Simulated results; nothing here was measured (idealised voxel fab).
voxel ribs on slabs: a process module
The cross-section shown here is cut; it is 260 nm wide and divided into square cells measuring 5 nm on a side.
Cross-section = grid of square cells, listed top down in bands; band = one or more rows.
Band: top and bottom heights (nm) first, top before bottom; then materials from left to right, widths in nm. "full width" marks a sole material filling the band edge to edge. "blank" denotes empty space.
We count height from 0. Below that, the starting wafer is all one material. The lowest band never ends at the bottom but goes on down; see "0 and below" for how that is written.
A width given as "30->40" starts at the first number in the band's top row and ends at the second number in its bottom row, shifting by an equal amount at every step from row to row.
Key: "nothing different" - step with no changed cell in the cross-section.
You'll see "Enclosed internal cavities" listing empty spaces that have no way open to the top, as long as they're 8 cells or more; the notation is width x height at distance, where the distance is from the left edge, and all of it is in nm.
Past the settings on a step's line: simulator remark, on that step.
A step's line can hold "overlay nm"; with a mask on that step, the setting says how far right of the planned place the mask lay, while a negative setting says it lay to the left.
What follows is a series of pairs. Each pair shows a cross-section before one process step and the cross-section after it, and the after view is drawn only down to the lowest band that changed. Beneath each pair is the step that lies between the two, with its settings. Pairs may come from different runs of this module on the same starting wafer, so a pair continues from the one above it only where its entry headed "State before" says so.

State before
* 0 and below  Si full width
* Enclosed internal cavities: none

Post-Process Section
* 20 down to 0  SiO2 full width
* Under 0: no change, same as before.
* Enclosed internal cavities: none
Connecting step for the cross-sections above: DIRECTIONAL_DEP (material SiO2; thk nm 20)

State before: Please consult the pair immediately above; the cross-section it shows after its step is the state before this step.

Post-Process Section
* 45 down to 20  polySi full width
* Under 20: no change, same as before.
* Enclosed internal cavities: none
Connecting step for the cross-sections above: DIRECTIONAL_DEP (material polySi; thk nm 25)

State before: Please consult the pair immediately above; the cross-section it shows after its step is the state before this step.

Post-Process Section
* 45 down to 25  120 of blank | 20 of polySi | 120 of blank
* Under 25: no change, same as before.
* Enclosed internal cavities: none
Connecting step for the cross-sections above: MASKED_ETCH (tone cover; mask id RIB; width nm 20; etch materials polySi; depth nm 20; overlay nm 0)

State before: Please consult the pair immediately above; the cross-section it shows after its step is the state before this step.

Post-Process Section
* 60 down to 45  120 of blank | 20 of aC | 120 of blank
* 45 down to 40  120 of blank | 20 of polySi | 120 of blank
* 40 down to 25  120 of aC | 20 of polySi | 120 of aC
* Under 25: no change, same as before.
* Enclosed internal cavities: none
Connecting step for the cross-sections above: DIRECTIONAL_DEP (material aC; thk nm 15)

State before: Please consult the pair immediately above; the cross-section it shows after its step is the state before this step.

Post-Process Section
* 95 down to 60  100 of blank | 60 of resist | 100 of blank
* 60 down to 45  100 of blank | 20 of resist | 20 of aC | 20 of resist | 100 of blank
* 45 down to 40  100 of blank | 20 of resist | 20 of polySi | 20 of resist | 100 of blank
* Under 40: no change, same as before.
* Enclosed internal cavities: none
Connecting step for the cross-sections above: PATTERN (tone cover; mask id SLAB; material resist; width nm 60; thk nm 35; overlay nm 0)

State before: Please consult the pair immediately above; the cross-section it shows after its step is the state before this step.

Post-Process Section
* 80 down to 60  100 of blank | 60 of resist | 100 of blank
* 60 down to 45  100 of blank | 20 of resist | 20 of aC | 20 of resist | 100 of blank
* 45 down to 40  100 of blank | 20 of resist | 20 of polySi | 20 of resist | 100 of blank
* 40 down to 25  100 of blank | 20 of aC | 20 of polySi | 20 of aC | 100 of blank
* Under 25: no change, same as before.
* Enclosed internal cavities: none
Connecting step for the cross-sections above: DIRECTIONAL_ETCH (etch materials aC; depth nm 15)

State before: Please consult the pair immediately above; the cross-section it shows after its step is the state before this step.

Post-Process Section
* 60 down to 45  120 of blank | 20 of aC | 120 of blank
* 45 down to 40  120 of blank | 20 of polySi | 120 of blank
* Under 40: no change, same as before.
* Enclosed internal cavities: none
Connecting step for the cross-sections above: STRIP (etch materials resist)

State before: Please consult the pair immediately above; the cross-section it shows after its step is the state before this step.

Post-Process Section
* 60 down to 45  120 of blank | 20 of aC | 120 of blank
* 45 down to 40  120 of blank | 20 of polySi | 120 of blank
* 40 down to 25  100 of blank | 20 of aC | 20 of polySi | 20 of aC | 100 of blank
* 25 down to 20  100 of blank | 60 of polySi | 100 of blank
* Under 20: no change, same as before.
* Enclosed internal cavities: none
Connecting step for the cross-sections above: DIRECTIONAL_ETCH (etch materials polySi; depth nm 5)

State before: Please consult the pair immediately above; the cross-section it shows after its step is the state before this step.

Post-Process Section
* 45 down to 25  120 of blank | 20 of polySi | 120 of blank
* Under 25: no change, same as before.
* Enclosed internal cavities: none
Connecting step for the cross-sections above: STRIP (etch materials aC)

State before: Please consult the pair immediately above; the cross-section it shows after its step is the state before this step.

Post-Process Section
* 60 down to 45  SiO2 full width
* 45 down to 25  120 of SiO2 | 20 of polySi | 120 of SiO2
* 25 down to 20  100 of SiO2 | 60 of polySi | 100 of SiO2
* Under 20: no change, same as before.
* Enclosed internal cavities: none
Connecting step for the cross-sections above: FILL_DEP (material SiO2; thk nm 15)

State before: Please consult the pair immediately above; the cross-section it shows after its step is the state before this step.

Post-Process Section
* 55 down to 45  SiO2 full width
* Under 45: no change, same as before.
* Enclosed internal cavities: none
Connecting step for the cross-sections above: CMP (height nm 55)

State before: Please consult the pair immediately above; the cross-section it shows after its step is the state before this step.

Post-Process Section
* 60 down to 55  TiN full width
* Under 55: no change, same as before.
* Enclosed internal cavities: none
Connecting step for the cross-sections above: DIRECTIONAL_DEP (material TiN; thk nm 5)

State before: Please consult the pair immediately above; the cross-section it shows after its step is the state before this step.

Post-Process Section
* 70 down to 60  aC full width
* Under 60: no change, same as before.
* Enclosed internal cavities: none
Connecting step for the cross-sections above: DIRECTIONAL_DEP (material aC; thk nm 10)

State before: Please consult the pair immediately above; the cross-section it shows after its step is the state before this step.

Post-Process Section
* 100 down to 70  115 of blank | 30 of resist | 115 of blank
* Under 70: no change, same as before.
* Enclosed internal cavities: none
Connecting step for the cross-sections above: PATTERN (tone cover; mask id HEATER; material resist; width nm 30; thk nm 30; overlay nm 0)

State before: Please consult the pair immediately above; the cross-section it shows after its step is the state before this step.

Post-Process Section
* 90 down to 70  115 of blank | 30 of resist | 115 of blank
* 70 down to 60  115 of blank | 30 of aC | 115 of blank
* Under 60: no change, same as before.
* Enclosed internal cavities: none
Connecting step for the cross-sections above: DIRECTIONAL_ETCH (etch materials aC; depth nm 10)

State before: Please consult the pair immediately above; the cross-section it shows after its step is the state before this step.

Post-Process Section
* 70 down to 60  115 of blank | 30 of aC | 115 of blank
* Under 60: no change, same as before.
* Enclosed internal cavities: none
Connecting step for the cross-sections above: STRIP (etch materials resist)

State before: Please consult the pair immediately above; the cross-section it shows after its step is the state before this step.

Post-Process Section
* 70 down to 60  115 of blank | 30 of aC | 115 of blank
* 60 down to 55  115 of blank | 30 of TiN | 115 of blank
* Under 55: no change, same as before.
* Enclosed internal cavities: none
Connecting step for the cross-sections above: DIRECTIONAL_ETCH (etch materials TiN; depth nm 5)

State before: Please consult the pair immediately above; the cross-section it shows after its step is the state before this step.

Post-Process Section
* 60 down to 55  115 of blank | 30 of TiN | 115 of blank
* Under 55: no change, same as before.
* Enclosed internal cavities: none
Connecting step for the cross-sections above: STRIP (etch materials aC)

State before: Please consult the pair immediately above; the cross-section it shows after its step is the state before this step.

Post-Process Section
* 70 down to 65  105 of blank | 50 of SiN | 105 of blank
* 65 down to 60  SiN full width
* 60 down to 55  115 of SiN | 30 of TiN | 115 of SiN
* Under 55: no change, same as before.
* Enclosed internal cavities: none
Connecting step for the cross-sections above: CONFORMAL_DEP (material SiN; thk nm 10)

State before
* 20 down to 0  SiO2 full width
* 0 and below  Si full width
* Enclosed internal cavities: none

Post-Process Section
* 40 down to 0  SiO2 full width
* Under 0: no change, same as before.
* Enclosed internal cavities: none
Connecting step for the cross-sections above: DIRECTIONAL_DEP (material SiO2; thk nm 20)

State before: Please consult the pair immediately above; the cross-section it shows after its step is the state before this step.

Post-Process Section
* 65 down to 40  polySi full width
* Under 40: no change, same as before.
* Enclosed internal cavities: none
Connecting step for the cross-sections above: DIRECTIONAL_DEP (material polySi; thk nm 25)

State before: Please consult the pair immediately above; the cross-section it shows after its step is the state before this step.

Post-Process Section
* 65 down to 45  120 of blank | 20 of polySi | 120 of blank
* Under 45: no change, same as before.
* Enclosed internal cavities: none
Connecting step for the cross-sections above: MASKED_ETCH (tone cover; mask id RIB; width nm 20; etch materials polySi; depth nm 20; overlay nm 0)

State before: Please consult the pair immediately above; the cross-section it shows after its step is the state before this step.

Post-Process Section
* 80 down to 65  120 of blank | 20 of aC | 120 of blank
* 65 down to 60  120 of blank | 20 of polySi | 120 of blank
* 60 down to 45  120 of aC | 20 of polySi | 120 of aC
* Under 45: no change, same as before.
* Enclosed internal cavities: none
Connecting step for the cross-sections above: DIRECTIONAL_DEP (material aC; thk nm 15)

State before: Please consult the pair immediately above; the cross-section it shows after its step is the state before this step.

Post-Process Section
* 115 down to 80  100 of blank | 60 of resist | 100 of blank
* 80 down to 65  100 of blank | 20 of resist | 20 of aC | 20 of resist | 100 of blank
* 65 down to 60  100 of blank | 20 of resist | 20 of polySi | 20 of resist | 100 of blank
* Under 60: no change, same as before.
* Enclosed internal cavities: none
Connecting step for the cross-sections above: PATTERN (tone cover; mask id SLAB; material resist; width nm 60; thk nm 35; overlay nm 0)

State before: Please consult the pair immediately above; the cross-section it shows after its step is the state before this step.

Post-Process Section
* 100 down to 80  100 of blank | 60 of resist | 100 of blank
* 80 down to 65  100 of blank | 20 of resist | 20 of aC | 20 of resist | 100 of blank
* 65 down to 60  100 of blank | 20 of resist | 20 of polySi | 20 of resist | 100 of blank
* 60 down to 45  100 of blank | 20 of aC | 20 of polySi | 20 of aC | 100 of blank
* Under 45: no change, same as before.
* Enclosed internal cavities: none
Connecting step for the cross-sections above: DIRECTIONAL_ETCH (etch materials aC; depth nm 15)

State before: Please consult the pair immediately above; the cross-section it shows after its step is the state before this step.

Post-Process Section
* 80 down to 65  120 of blank | 20 of aC | 120 of blank
* 65 down to 60  120 of blank | 20 of polySi | 120 of blank
* Under 60: no change, same as before.
* Enclosed internal cavities: none
Connecting step for the cross-sections above: STRIP (etch materials resist)

State before: Please consult the pair immediately above; the cross-section it shows after its step is the state before this step.

Post-Process Section
* 80 down to 65  120 of blank | 20 of aC | 120 of blank
* 65 down to 60  120 of blank | 20 of polySi | 120 of blank
* 60 down to 45  100 of blank | 20 of aC | 20 of polySi | 20 of aC | 100 of blank
* 45 down to 40  100 of blank | 60 of polySi | 100 of blank
* Under 40: no change, same as before.
* Enclosed internal cavities: none
Connecting step for the cross-sections above: DIRECTIONAL_ETCH (etch materials polySi; depth nm 5)

State before: Please consult the pair immediately above; the cross-section it shows after its step is the state before this step.

Post-Process Section
* 65 down to 45  120 of blank | 20 of polySi | 120 of blank
* Under 45: no change, same as before.
* Enclosed internal cavities: none
Connecting step for the cross-sections above: STRIP (etch materials aC)

State before: Please consult the pair immediately above; the cross-section it shows after its step is the state before this step.

Post-Process Section
* 80 down to 65  SiO2 full width
* 65 down to 45  120 of SiO2 | 20 of polySi | 120 of SiO2
* 45 down to 40  100 of SiO2 | 60 of polySi | 100 of SiO2
* Under 40: no change, same as before.
* Enclosed internal cavities: none
Connecting step for the cross-sections above: FILL_DEP (material SiO2; thk nm 15)

State before: Please consult the pair immediately above; the cross-section it shows after its step is the state before this step.

Post-Process Section
* 55 down to 45  120 of SiO2 | 20 of polySi | 120 of SiO2
* Under 45: no change, same as before.
* Enclosed internal cavities: none
Connecting step for the cross-sections above: CMP (height nm 55)

State before: Please consult the pair immediately above; the cross-section it shows after its step is the state before this step.

Post-Process Section
* 60 down to 55  TiN full width
* Under 55: no change, same as before.
* Enclosed internal cavities: none
Connecting step for the cross-sections above: DIRECTIONAL_DEP (material TiN; thk nm 5)

State before: Please consult the pair immediately above; the cross-section it shows after its step is the state before this step.

Post-Process Section
* 70 down to 60  aC full width
* Under 60: no change, same as before.
* Enclosed internal cavities: none
Connecting step for the cross-sections above: DIRECTIONAL_DEP (material aC; thk nm 10)

State before: Please consult the pair immediately above; the cross-section it shows after its step is the state before this step.

Post-Process Section
* 100 down to 70  115 of blank | 30 of resist | 115 of blank
* Under 70: no change, same as before.
* Enclosed internal cavities: none
Connecting step for the cross-sections above: PATTERN (tone cover; mask id HEATER; material resist; width nm 30; thk nm 30; overlay nm 0)

State before: Please consult the pair immediately above; the cross-section it shows after its step is the state before this step.

Post-Process Section
* 90 down to 70  115 of blank | 30 of resist | 115 of blank
* 70 down to 60  115 of blank | 30 of aC | 115 of blank
* Under 60: no change, same as before.
* Enclosed internal cavities: none
Connecting step for the cross-sections above: DIRECTIONAL_ETCH (etch materials aC; depth nm 10)

State before: Please consult the pair immediately above; the cross-section it shows after its step is the state before this step.

Post-Process Section
* 70 down to 60  115 of blank | 30 of aC | 115 of blank
* Under 60: no change, same as before.
* Enclosed internal cavities: none
Connecting step for the cross-sections above: STRIP (etch materials resist)

State before: Please consult the pair immediately above; the cross-section it shows after its step is the state before this step.

Post-Process Section
* 70 down to 60  115 of blank | 30 of aC | 115 of blank
* 60 down to 55  115 of blank | 30 of TiN | 115 of blank
* Under 55: no change, same as before.
* Enclosed internal cavities: none
Connecting step for the cross-sections above: DIRECTIONAL_ETCH (etch materials TiN; depth nm 5)

State before: Please consult the pair immediately above; the cross-section it shows after its step is the state before this step.

Post-Process Section
* 60 down to 55  115 of blank | 30 of TiN | 115 of blank
* Under 55: no change, same as before.
* Enclosed internal cavities: none
Connecting step for the cross-sections above: STRIP (etch materials aC)

State before: Please consult the pair immediately above; the cross-section it shows after its step is the state before this step.

Post-Process Section
* 70 down to 65  105 of blank | 50 of SiN | 105 of blank
* 65 down to 60  SiN full width
* 60 down to 55  115 of SiN | 30 of TiN | 115 of SiN
* Under 55: no change, same as before.
* Enclosed internal cavities: none
Connecting step for the cross-sections above: CONFORMAL_DEP (material SiN; thk nm 10)

State before
* 0 and below  Si full width
* Enclosed internal cavities: none

Post-Process Section
* 25 down to 0  polySi full width
* Under 0: no change, same as before.
* Enclosed internal cavities: none
Connecting step for the cross-sections above: DIRECTIONAL_DEP (material polySi; thk nm 25)

State before: Please consult the pair immediately above; the cross-section it shows after its step is the state before this step.

Post-Process Section
* 45 down to 25  SiO2 full width
* Under 25: no change, same as before.
* Enclosed internal cavities: none
Connecting step for the cross-sections above: DIRECTIONAL_DEP (material SiO2; thk nm 20)

State before: Please consult the pair immediately above; the cross-section it shows after its step is the state before this step.

Post-Process Section
* 60 down to 45  aC full width
* Under 45: no change, same as before.
* Enclosed internal cavities: none
Connecting step for the cross-sections above: DIRECTIONAL_DEP (material aC; thk nm 15)

State before: Please consult the pair immediately above; the cross-section it shows after its step is the state before this step.

Post-Process Section
* 95 down to 60  100 of blank | 60 of resist | 100 of blank
* Under 60: no change, same as before.
* Enclosed internal cavities: none
Connecting step for the cross-sections above: PATTERN (tone cover; mask id SLAB; material resist; width nm 60; thk nm 35; overlay nm 0)

State before: Please consult the pair immediately above; the cross-section it shows after its step is the state before this step.

Post-Process Section
* 80 down to 60  100 of blank | 60 of resist | 100 of blank
* 60 down to 45  100 of blank | 60 of aC | 100 of blank
* Under 45: no change, same as before.
* Enclosed internal cavities: none
Connecting step for the cross-sections above: DIRECTIONAL_ETCH (etch materials aC; depth nm 15)

State before: Please consult the pair immediately above; the cross-section it shows after its step is the state before this step.

Post-Process Section
* 60 down to 45  100 of blank | 60 of aC | 100 of blank
* Under 45: no change, same as before.
* Enclosed internal cavities: none
Connecting step for the cross-sections above: STRIP (etch materials resist)

State before: Please consult the pair immediately above; the cross-section it shows after its step is the state before this step.

Post-Process Section
* 45 down to 25  SiO2 full width
* Under 25: no change, same as before.
* Enclosed internal cavities: none
Connecting step for the cross-sections above: STRIP (etch materials aC)

State before: Please consult the pair immediately above; the cross-section it shows after its step is the state before this step.

Post-Process Section
* 60 down to 25  SiO2 full width
* Under 25: no change, same as before.
* Enclosed internal cavities: none
Connecting step for the cross-sections above: FILL_DEP (material SiO2; thk nm 15)

State before: Please consult the pair immediately above; the cross-section it shows after its step is the state before this step.

Post-Process Section
* 55 down to 25  SiO2 full width
* Under 25: no change, same as before.
* Enclosed internal cavities: none
Connecting step for the cross-sections above: CMP (height nm 55)

State before: Please consult the pair immediately above; the cross-section it shows after its step is the state before this step.

Post-Process Section
* 60 down to 55  TiN full width
* Under 55: no change, same as before.
* Enclosed internal cavities: none
Connecting step for the cross-sections above: DIRECTIONAL_DEP (material TiN; thk nm 5)

State before: Please consult the pair immediately above; the cross-section it shows after its step is the state before this step.

Post-Process Section
* 70 down to 60  aC full width
* Under 60: no change, same as before.
* Enclosed internal cavities: none
Connecting step for the cross-sections above: DIRECTIONAL_DEP (material aC; thk nm 10)

State before: Please consult the pair immediately above; the cross-section it shows after its step is the state before this step.

Post-Process Section
* 100 down to 70  115 of blank | 30 of resist | 115 of blank
* Under 70: no change, same as before.
* Enclosed internal cavities: none
Connecting step for the cross-sections above: PATTERN (tone cover; mask id HEATER; material resist; width nm 30; thk nm 30; overlay nm 0)

State before: Please consult the pair immediately above; the cross-section it shows after its step is the state before this step.

Post-Process Section
* 90 down to 70  115 of blank | 30 of resist | 115 of blank
* 70 down to 60  115 of blank | 30 of aC | 115 of blank
* Under 60: no change, same as before.
* Enclosed internal cavities: none
Connecting step for the cross-sections above: DIRECTIONAL_ETCH (etch materials aC; depth nm 10)

State before: Please consult the pair immediately above; the cross-section it shows after its step is the state before this step.

Post-Process Section
* 70 down to 60  115 of blank | 30 of aC | 115 of blank
* Under 60: no change, same as before.
* Enclosed internal cavities: none
Connecting step for the cross-sections above: STRIP (etch materials resist)

State before: Please consult the pair immediately above; the cross-section it shows after its step is the state before this step.

Post-Process Section
* 70 down to 60  115 of blank | 30 of aC | 115 of blank
* 60 down to 55  115 of blank | 30 of TiN | 115 of blank
* Under 55: no change, same as before.
* Enclosed internal cavities: none
Connecting step for the cross-sections above: DIRECTIONAL_ETCH (etch materials TiN; depth nm 5)

State before: Please consult the pair immediately above; the cross-section it shows after its step is the state before this step.

Post-Process Section
* 60 down to 55  115 of blank | 30 of TiN | 115 of blank
* Under 55: no change, same as before.
* Enclosed internal cavities: none
Connecting step for the cross-sections above: STRIP (etch materials aC)

State before: Please consult the pair immediately above; the cross-section it shows after its step is the state before this step.

Post-Process Section
* 70 down to 65  105 of blank | 50 of SiN | 105 of blank
* 65 down to 60  SiN full width
* 60 down to 55  115 of SiN | 30 of TiN | 115 of SiN
* Under 55: no change, same as before.
* Enclosed internal cavities: none
Connecting step for the cross-sections above: CONFORMAL_DEP (material SiN; thk nm 10)

State before
* 55 down to 45  SiO2 full width
* 45 down to 25  120 of SiO2 | 20 of polySi | 120 of SiO2
* 25 down to 20  100 of SiO2 | 60 of polySi | 100 of SiO2
* 20 down to 0  SiO2 full width
* 0 and below  Si full width
* Enclosed internal cavities: none

Post-Process Section
* 70 down to 55  TiN full width
* Under 55: no change, same as before.
* Enclosed internal cavities: none
Connecting step for the cross-sections above: DIRECTIONAL_DEP (material TiN; thk nm 15)

State before: Please consult the pair immediately above; the cross-section it shows after its step is the state before this step.

Post-Process Section
* 80 down to 70  aC full width
* Under 70: no change, same as before.
* Enclosed internal cavities: none
Connecting step for the cross-sections above: DIRECTIONAL_DEP (material aC; thk nm 10)

State before: Please consult the pair immediately above; the cross-section it shows after its step is the state before this step.

Post-Process Section
* 110 down to 80  115 of blank | 30 of resist | 115 of blank
* Under 80: no change, same as before.
* Enclosed internal cavities: none
Connecting step for the cross-sections above: PATTERN (tone cover; mask id HEATER; material resist; width nm 30; thk nm 30; overlay nm 0)

State before: Please consult the pair immediately above; the cross-section it shows after its step is the state before this step.

Post-Process Section
* 100 down to 80  115 of blank | 30 of resist | 115 of blank
* 80 down to 70  115 of blank | 30 of aC | 115 of blank
* Under 70: no change, same as before.
* Enclosed internal cavities: none
Connecting step for the cross-sections above: DIRECTIONAL_ETCH (etch materials aC; depth nm 10)

State before: Please consult the pair immediately above; the cross-section it shows after its step is the state before this step.

Post-Process Section
* 80 down to 70  115 of blank | 30 of aC | 115 of blank
* Under 70: no change, same as before.
* Enclosed internal cavities: none
Connecting step for the cross-sections above: STRIP (etch materials resist)

State before: Please consult the pair immediately above; the cross-section it shows after its step is the state before this step.

Post-Process Section
* 80 down to 70  115 of blank | 30 of aC | 115 of blank
* 70 down to 65  115 of blank | 30 of TiN | 115 of blank
* Under 65: no change, same as before.
* Enclosed internal cavities: none
Connecting step for the cross-sections above: DIRECTIONAL_ETCH (etch materials TiN; depth nm 5)

State before: Please consult the pair immediately above; the cross-section it shows after its step is the state before this step.

Post-Process Section
* 70 down to 65  115 of blank | 30 of TiN | 115 of blank
* Under 65: no change, same as before.
* Enclosed internal cavities: none
Connecting step for the cross-sections above: STRIP (etch materials aC)

State before: Please consult the pair immediately above; the cross-section it shows after its step is the state before this step.

Post-Process Section
* 80 down to 75  105 of blank | 50 of SiN | 105 of blank
* 75 down to 70  SiN full width
* 70 down to 65  115 of SiN | 30 of TiN | 115 of SiN
* Under 65: no change, same as before.
* Enclosed internal cavities: none
Connecting step for the cross-sections above: CONFORMAL_DEP (material SiN; thk nm 10)

State before
* 45 down to 20  polySi full width
* 20 down to 0  SiO2 full width
* 0 and below  Si full width
* Enclosed internal cavities: none

Post-Process Section
* 45 down to 25  120 of blank | 25 of polySi | 115 of blank
* Under 25: no change, same as before.
* Enclosed internal cavities: none
Connecting step for the cross-sections above: MASKED_ETCH (tone cover; mask id RIB; width nm 25; etch materials polySi; depth nm 20; overlay nm 0)

State before: Please consult the pair immediately above; the cross-section it shows after its step is the state before this step.

Post-Process Section
* 60 down to 45  120 of blank | 25 of aC | 115 of blank
* 45 down to 40  120 of blank | 25 of polySi | 115 of blank
* 40 down to 25  120 of aC | 25 of polySi | 115 of aC
* Under 25: no change, same as before.
* Enclosed internal cavities: none
Connecting step for the cross-sections above: DIRECTIONAL_DEP (material aC; thk nm 15)

State before: Please consult the pair immediately above; the cross-section it shows after its step is the state before this step.

Post-Process Section
* 95 down to 60  100 of blank | 60 of resist | 100 of blank
* 60 down to 45  100 of blank | 20 of resist | 25 of aC | 15 of resist | 100 of blank
* 45 down to 40  100 of blank | 20 of resist | 25 of polySi | 15 of resist | 100 of blank
* Under 40: no change, same as before.
* Enclosed internal cavities: none
Connecting step for the cross-sections above: PATTERN (tone cover; mask id SLAB; material resist; width nm 60; thk nm 35; overlay nm 0)

State before: Please consult the pair immediately above; the cross-section it shows after its step is the state before this step.

Post-Process Section
* 80 down to 60  100 of blank | 60 of resist | 100 of blank
* 60 down to 45  100 of blank | 20 of resist | 25 of aC | 15 of resist | 100 of blank
* 45 down to 40  100 of blank | 20 of resist | 25 of polySi | 15 of resist | 100 of blank
* 40 down to 25  100 of blank | 20 of aC | 25 of polySi | 15 of aC | 100 of blank
* Under 25: no change, same as before.
* Enclosed internal cavities: none
Connecting step for the cross-sections above: DIRECTIONAL_ETCH (etch materials aC; depth nm 15)

State before: Please consult the pair immediately above; the cross-section it shows after its step is the state before this step.

Post-Process Section
* 60 down to 45  120 of blank | 25 of aC | 115 of blank
* 45 down to 40  120 of blank | 25 of polySi | 115 of blank
* Under 40: no change, same as before.
* Enclosed internal cavities: none
Connecting step for the cross-sections above: STRIP (etch materials resist)

State before: Please consult the pair immediately above; the cross-section it shows after its step is the state before this step.

Post-Process Section
* 60 down to 45  120 of blank | 25 of aC | 115 of blank
* 45 down to 40  120 of blank | 25 of polySi | 115 of blank
* 40 down to 25  100 of blank | 20 of aC | 25 of polySi | 15 of aC | 100 of blank
* 25 down to 20  100 of blank | 60 of polySi | 100 of blank
* Under 20: no change, same as before.
* Enclosed internal cavities: none
Connecting step for the cross-sections above: DIRECTIONAL_ETCH (etch materials polySi; depth nm 5)

State before: Please consult the pair immediately above; the cross-section it shows after its step is the state before this step.

Post-Process Section
* 45 down to 25  120 of blank | 25 of polySi | 115 of blank
* Under 25: no change, same as before.
* Enclosed internal cavities: none
Connecting step for the cross-sections above: STRIP (etch materials aC)

State before: Please consult the pair immediately above; the cross-section it shows after its step is the state before this step.

Post-Process Section
* 60 down to 45  SiO2 full width
* 45 down to 25  120 of SiO2 | 25 of polySi | 115 of SiO2
* 25 down to 20  100 of SiO2 | 60 of polySi | 100 of SiO2
* Under 20: no change, same as before.
* Enclosed internal cavities: none
Connecting step for the cross-sections above: FILL_DEP (material SiO2; thk nm 15)

State before: Please consult the pair immediately above; the cross-section it shows after its step is the state before this step.

Post-Process Section
* 55 down to 45  SiO2 full width
* Under 45: no change, same as before.
* Enclosed internal cavities: none
Connecting step for the cross-sections above: CMP (height nm 55)

State before: Please consult the pair immediately above; the cross-section it shows after its step is the state before this step.

Post-Process Section
* 60 down to 55  TiN full width
* Under 55: no change, same as before.
* Enclosed internal cavities: none
Connecting step for the cross-sections above: DIRECTIONAL_DEP (material TiN; thk nm 5)

State before: Please consult the pair immediately above; the cross-section it shows after its step is the state before this step.

Post-Process Section
* 70 down to 60  aC full width
* Under 60: no change, same as before.
* Enclosed internal cavities: none
Connecting step for the cross-sections above: DIRECTIONAL_DEP (material aC; thk nm 10)

State before: Please consult the pair immediately above; the cross-section it shows after its step is the state before this step.

Post-Process Section
* 100 down to 70  115 of blank | 30 of resist | 115 of blank
* Under 70: no change, same as before.
* Enclosed internal cavities: none
Connecting step for the cross-sections above: PATTERN (tone cover; mask id HEATER; material resist; width nm 30; thk nm 30; overlay nm 0)

State before: Please consult the pair immediately above; the cross-section it shows after its step is the state before this step.

Post-Process Section
* 90 down to 70  115 of blank | 30 of resist | 115 of blank
* 70 down to 60  115 of blank | 30 of aC | 115 of blank
* Under 60: no change, same as before.
* Enclosed internal cavities: none
Connecting step for the cross-sections above: DIRECTIONAL_ETCH (etch materials aC; depth nm 10)

State before: Please consult the pair immediately above; the cross-section it shows after its step is the state before this step.

Post-Process Section
* 70 down to 60  115 of blank | 30 of aC | 115 of blank
* Under 60: no change, same as before.
* Enclosed internal cavities: none
Connecting step for the cross-sections above: STRIP (etch materials resist)

State before: Please consult the pair immediately above; the cross-section it shows after its step is the state before this step.

Post-Process Section
* 70 down to 60  115 of blank | 30 of aC | 115 of blank
* 60 down to 55  115 of blank | 30 of TiN | 115 of blank
* Under 55: no change, same as before.
* Enclosed internal cavities: none
Connecting step for the cross-sections above: DIRECTIONAL_ETCH (etch materials TiN; depth nm 5)

State before: Please consult the pair immediately above; the cross-section it shows after its step is the state before this step.

Post-Process Section
* 60 down to 55  115 of blank | 30 of TiN | 115 of blank
* Under 55: no change, same as before.
* Enclosed internal cavities: none
Connecting step for the cross-sections above: STRIP (etch materials aC)

State before: Please consult the pair immediately above; the cross-section it shows after its step is the state before this step.

Post-Process Section
* 70 down to 65  105 of blank | 50 of SiN | 105 of blank
* 65 down to 60  SiN full width
* 60 down to 55  115 of SiN | 30 of TiN | 115 of SiN
* Under 55: no change, same as before.
* Enclosed internal cavities: none
Connecting step for the cross-sections above: CONFORMAL_DEP (material SiN; thk nm 10)

State before
* 45 down to 20  polySi full width
* 20 down to 0  SiO2 full width
* 0 and below  Si full width
* Enclosed internal cavities: none

Post-Process Section
* 45 down to 25  115 of blank | 20 of polySi | 125 of blank
* Under 25: no change, same as before.
* Enclosed internal cavities: none
Connecting step for the cross-sections above: MASKED_ETCH (tone cover; mask id RIB; width nm 20; etch materials polySi; depth nm 20; overlay nm -5)

State before: Please consult the pair immediately above; the cross-section it shows after its step is the state before this step.

Post-Process Section
* 60 down to 45  115 of blank | 20 of aC | 125 of blank
* 45 down to 40  115 of blank | 20 of polySi | 125 of blank
* 40 down to 25  115 of aC | 20 of polySi | 125 of aC
* Under 25: no change, same as before.
* Enclosed internal cavities: none
Connecting step for the cross-sections above: DIRECTIONAL_DEP (material aC; thk nm 15)

State before: Please consult the pair immediately above; the cross-section it shows after its step is the state before this step.

Post-Process Section
* 95 down to 60  100 of blank | 60 of resist | 100 of blank
* 60 down to 45  100 of blank | 15 of resist | 20 of aC | 25 of resist | 100 of blank
* 45 down to 40  100 of blank | 15 of resist | 20 of polySi | 25 of resist | 100 of blank
* Under 40: no change, same as before.
* Enclosed internal cavities: none
Connecting step for the cross-sections above: PATTERN (tone cover; mask id SLAB; material resist; width nm 60; thk nm 35; overlay nm 0)

State before: Please consult the pair immediately above; the cross-section it shows after its step is the state before this step.

Post-Process Section
* 80 down to 60  100 of blank | 60 of resist | 100 of blank
* 60 down to 45  100 of blank | 15 of resist | 20 of aC | 25 of resist | 100 of blank
* 45 down to 40  100 of blank | 15 of resist | 20 of polySi | 25 of resist | 100 of blank
* 40 down to 25  100 of blank | 15 of aC | 20 of polySi | 25 of aC | 100 of blank
* Under 25: no change, same as before.
* Enclosed internal cavities: none
Connecting step for the cross-sections above: DIRECTIONAL_ETCH (etch materials aC; depth nm 15)

State before: Please consult the pair immediately above; the cross-section it shows after its step is the state before this step.

Post-Process Section
* 60 down to 45  115 of blank | 20 of aC | 125 of blank
* 45 down to 40  115 of blank | 20 of polySi | 125 of blank
* Under 40: no change, same as before.
* Enclosed internal cavities: none
Connecting step for the cross-sections above: STRIP (etch materials resist)

State before: Please consult the pair immediately above; the cross-section it shows after its step is the state before this step.

Post-Process Section
* 60 down to 45  115 of blank | 20 of aC | 125 of blank
* 45 down to 40  115 of blank | 20 of polySi | 125 of blank
* 40 down to 25  100 of blank | 15 of aC | 20 of polySi | 25 of aC | 100 of blank
* 25 down to 20  100 of blank | 60 of polySi | 100 of blank
* Under 20: no change, same as before.
* Enclosed internal cavities: none
Connecting step for the cross-sections above: DIRECTIONAL_ETCH (etch materials polySi; depth nm 5)

State before: Please consult the pair immediately above; the cross-section it shows after its step is the state before this step.

Post-Process Section
* 45 down to 25  115 of blank | 20 of polySi | 125 of blank
* Under 25: no change, same as before.
* Enclosed internal cavities: none
Connecting step for the cross-sections above: STRIP (etch materials aC)

State before: Please consult the pair immediately above; the cross-section it shows after its step is the state before this step.

Post-Process Section
* 60 down to 45  SiO2 full width
* 45 down to 25  115 of SiO2 | 20 of polySi | 125 of SiO2
* 25 down to 20  100 of SiO2 | 60 of polySi | 100 of SiO2
* Under 20: no change, same as before.
* Enclosed internal cavities: none
Connecting step for the cross-sections above: FILL_DEP (material SiO2; thk nm 15)
